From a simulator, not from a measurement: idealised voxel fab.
process module | voxel released beams
cross-section cut | 245 nm wide | cells 5 nm
A cross-section is a grid of square cells, given in bands from the top down. A band is one or more rows of cells.
Each band's line starts with the height of the band's top and of its bottom, in nm. Then come its materials from left to right, each with its width in nm. One material with "throughout" fills the band from edge to edge. "air" is empty space.
Height 0 is the level under which the wafer as received is all one material. The lowest band goes on downwards, as in "0 down".
A width such as "30 to 40" changes by the same amount from each row of cells to the next, from the band's top row to its bottom row.
"no change" after a step means that no cell of the cross-section changed.
closed voids: empty space of 8 cells or more with no open way to the top, each as width x height at its distance from the left edge, in nm
after a step's settings: what the simulator itself notes on the step
overlay nm, on a step with a mask: how far to the right of its planned place the mask lay; to the left if negative
plan
1 op RECEIVE | material Si
2 op CONFORMAL_DEP | material Al2O3 | thk nm 10
3 op DIRECTIONAL_DEP | material SiO2 | thk nm 20
4 op MASKED_ETCH | tone open | mask id ANCHOR | width nm 45 | etch materials SiO2 | depth nm 20 | overlay nm 0
5 op CONFORMAL_DEP | material polySi | thk nm 15
6 op MASKED_ETCH | tone cover | mask id BEAM | width nm 105 | etch materials polySi | depth nm 15 | overlay nm 0
7 op STRIP | etch materials SiO2
as received, after step 1
  0 down: Si throughout
  closed voids: none
a wafer at the end: this start, this plan, one mistake
  40 to 25: air 65 | polySi 20 | air 15 | polySi 70 | air 75
  25 to 20: air 70 | polySi 15 | air 15 | polySi 15 | air 130
  20 to 5: air 70 | polySi 45 | air 130
  5 to 0: Al2O3 throughout
  0 down: Si throughout
  closed voids: none
what went wrong: step 2 ran as: op CONFORMAL_DEP | material Al2O3 | thk nm 5
